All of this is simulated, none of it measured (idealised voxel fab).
The document below concerns the process module designated voxel double patterning.
The width of the displayed cross-section, cut, is 290 nm; its cells are square, with a size of 5 nm.
For the purposes of this document, a cross-section shall be understood as a grid of square cells, specified as bands listed in top-to-bottom order, each band consisting of one or more rows of cells.
Band: top height; bottom height; in nm. Then, left to right: material with width in nm, for each material. "throughout": a single material spanning edge to edge. "empty": empty space.
Note: height 0 marks the level under which the wafer is uniformly one material as received. Lowest band unbounded below, written "0 and below".
A two-number width, for instance "30..40", indicates that the width is equal to the first number in the top row of the band and to the second number in the bottom row, and that it changes by a constant amount per row of cells.
Key: "identical to before" - step with no changed cell in the cross-section.
Closed-off voids of 8+ cells (no open route to the top) go in "Trapped void list", written width x height at distance from the left edge, in nm.
Heads up: the bit after the settings on a step's line is the simulator's remark on that step.
The "overlay nm" setting may appear on a step's line; for a step that uses a mask, it gives how far to the right of its planned position the mask lay, and a negative value indicates the left.

# Process steps - plan
1,RECEIVE, material Si
2,CONFORMAL_DEP, material SiO2, thk nm 10
3,DIRECTIONAL_DEP, material TiN, thk nm 10
4,DIRECTIONAL_DEP, material SiN, thk nm 10
5,DIRECTIONAL_DEP, material aC, thk nm 15
6,PATTERN, tone open, mask id FIRST, material resist, width nm 15, pitch nm 50, thk nm 30, overlay nm 0
7,DIRECTIONAL_ETCH, etch materials aC, depth nm 15
8,STRIP, etch materials resist
9,DIRECTIONAL_ETCH, etch materials SiN, depth nm 10
10,STRIP, etch materials aC
11,PATTERN, tone open, mask id SECOND, material resist, width nm 15, thk nm 20, overlay nm 0
12,DIRECTIONAL_ETCH, etch materials SiN, depth nm 10
13,STRIP, etch materials resist
14,DIRECTIONAL_ETCH, etch materials TiN, depth nm 10
15,STRIP, etch materials SiN

# On the first of the two wafers: run conducted according to plan

# Incoming wafer in cross-section (state: after step 1)
> 0 and below = Si throughout
> Trapped void list: none

# Cross-section through the wafer, step 2 finished
> 10 down to 0 = SiO2 throughout
> Rest of section, below 0: as before.

# Cross-section through the wafer, step 3 finished
> 20 down to 10 = TiN throughout
> Rest of section, below 10: as before.

# Cross-section through the wafer, step 4 finished
> 30 down to 20 = SiN throughout
> Rest of section, below 20: as before.

# Cross-section through the wafer, step 5 finished
> 45 down to 30 = aC throughout
> Rest of section, below 30: as before.

# Cross-section through the wafer, step 6 finished
> 75 down to 45 = resist 110 nm  empty 15 nm  resist 35 nm  empty 15 nm  resist 115 nm
> Rest of section, below 45: as before.

# Cross-section through the wafer, step 7 finished
> 60 down to 45 = resist 110 nm  empty 15 nm  resist 35 nm  empty 15 nm  resist 115 nm
> 45 down to 30 = aC 110 nm  empty 15 nm  aC 35 nm  empty 15 nm  aC 115 nm
> Rest of section, below 30: as before.

# Cross-section through the wafer, step 8 finished
> 45 down to 30 = aC 110 nm  empty 15 nm  aC 35 nm  empty 15 nm  aC 115 nm
> Rest of section, below 30: as before.

# Cross-section through the wafer, step 9 finished
> 45 down to 30 = aC 110 nm  empty 15 nm  aC 35 nm  empty 15 nm  aC 115 nm
> 30 down to 20 = SiN 110 nm  empty 15 nm  SiN 35 nm  empty 15 nm  SiN 115 nm
> Rest of section, below 20: as before.

# Cross-section through the wafer, step 10 finished
> 30 down to 20 = SiN 110 nm  empty 15 nm  SiN 35 nm  empty 15 nm  SiN 115 nm
> Rest of section, below 20: as before.

# Cross-section through the wafer, step 11 finished
> 50 down to 30 = resist 135 nm  empty 15 nm  resist 140 nm
> 30 down to 20 = SiN 110 nm  resist 15 nm  SiN 35 nm  resist 15 nm  SiN 115 nm
> Rest of section, below 20: as before.

# Cross-section through the wafer, step 12 finished
> 50 down to 30 = resist 135 nm  empty 15 nm  resist 140 nm
> 30 down to 20 = SiN 110 nm  resist 15 nm  SiN 10 nm  empty 15 nm  SiN 10 nm  resist 15 nm  SiN 115 nm
> Rest of section, below 20: as before.

# Cross-section through the wafer, step 13 finished
> 30 down to 20 = SiN 110 nm  empty 15 nm  SiN 10 nm  empty 15 nm  SiN 10 nm  empty 15 nm  SiN 115 nm
> Rest of section, below 20: as before.

# Cross-section through the wafer, step 14 finished
> 30 down to 20 = SiN 110 nm  empty 15 nm  SiN 10 nm  empty 15 nm  SiN 10 nm  empty 15 nm  SiN 115 nm
> 20 down to 10 = TiN 110 nm  empty 15 nm  TiN 10 nm  empty 15 nm  TiN 10 nm  empty 15 nm  TiN 115 nm
> Rest of section, below 10: as before.

# Cross-section through the wafer, step 15 finished
> 20 down to 10 = TiN 110 nm  empty 15 nm  TiN 10 nm  empty 15 nm  TiN 10 nm  empty 15 nm  TiN 115 nm
> Rest of section, below 10: as before.

# second wafer: like start, like plan, one mistake. Through step 2 it matches the first wafer

# Look at the second wafer in cross-section at the time step 3 ought to have finished
> 25 down to 10 = TiN throughout
> Rest of section, below 10: as before.

# Look at the second wafer in cross-section at the time step 4 ought to have finished
> 35 down to 25 = SiN throughout
> Rest of section, below 25: as before.

# Look at the second wafer in cross-section at the time step 5 ought to have finished
> 50 down to 35 = aC throughout
> Rest of section, below 35: as before.

# Look at the second wafer in cross-section at the time step 6 ought to have finished
> 80 down to 50 = resist 110 nm  empty 15 nm  resist 35 nm  empty 15 nm  resist 115 nm
> Rest of section, below 50: as before.

# Look at the second wafer in cross-section at the time step 7 ought to have finished
> 65 down to 50 = resist 110 nm  empty 15 nm  resist 35 nm  empty 15 nm  resist 115 nm
> 50 down to 35 = aC 110 nm  empty 15 nm  aC 35 nm  empty 15 nm  aC 115 nm
> Rest of section, below 35: as before.

# Look at the second wafer in cross-section at the time step 8 ought to have finished
> 50 down to 35 = aC 110 nm  empty 15 nm  aC 35 nm  empty 15 nm  aC 115 nm
> Rest of section, below 35: as before.

# Look at the second wafer in cross-section at the time step 9 ought to have finished
> 50 down to 35 = aC 110 nm  empty 15 nm  aC 35 nm  empty 15 nm  aC 115 nm
> 35 down to 25 = SiN 110 nm  empty 15 nm  SiN 35 nm  empty 15 nm  SiN 115 nm
> Rest of section, below 25: as before.

# Look at the second wafer in cross-section at the time step 10 ought to have finished
> 35 down to 25 = SiN 110 nm  empty 15 nm  SiN 35 nm  empty 15 nm  SiN 115 nm
> Rest of section, below 25: as before.

# Look at the second wafer in cross-section at the time step 11 ought to have finished
> 55 down to 35 = resist 135 nm  empty 15 nm  resist 140 nm
> 35 down to 25 = SiN 110 nm  resist 15 nm  SiN 35 nm  resist 15 nm  SiN 115 nm
> Rest of section, below 25: as before.

# Look at the second wafer in cross-section at the time step 12 ought to have finished
> 55 down to 35 = resist 135 nm  empty 15 nm  resist 140 nm
> 35 down to 25 = SiN 110 nm  resist 15 nm  SiN 10 nm  empty 15 nm  SiN 10 nm  resist 15 nm  SiN 115 nm
> Rest of section, below 25: as before.

# Look at the second wafer in cross-section at the time step 13 ought to have finished
> 35 down to 25 = SiN 110 nm  empty 15 nm  SiN 10 nm  empty 15 nm  SiN 10 nm  empty 15 nm  SiN 115 nm
> Rest of section, below 25: as before.

# Look at the second wafer in cross-section at the time step 14 ought to have finished
> 35 down to 25 = SiN 110 nm  empty 15 nm  SiN 10 nm  empty 15 nm  SiN 10 nm  empty 15 nm  SiN 115 nm
> 25 down to 15 = TiN 110 nm  empty 15 nm  TiN 10 nm  empty 15 nm  TiN 10 nm  empty 15 nm  TiN 115 nm
> Rest of section, below 15: as before.

# Look at the second wafer in cross-section at the time step 15 ought to have finished
> 25 down to 15 = TiN 110 nm  empty 15 nm  TiN 10 nm  empty 15 nm  TiN 10 nm  empty 15 nm  TiN 115 nm
> Rest of section, below 15: as before.
What went wrong in running the wafer? not per plan at step 3, really ran DIRECTIONAL_DEP, material TiN, thk nm 15
The final cell counts differ between the wafers, with the second having more or fewer of some materials than the first: +58 TiN
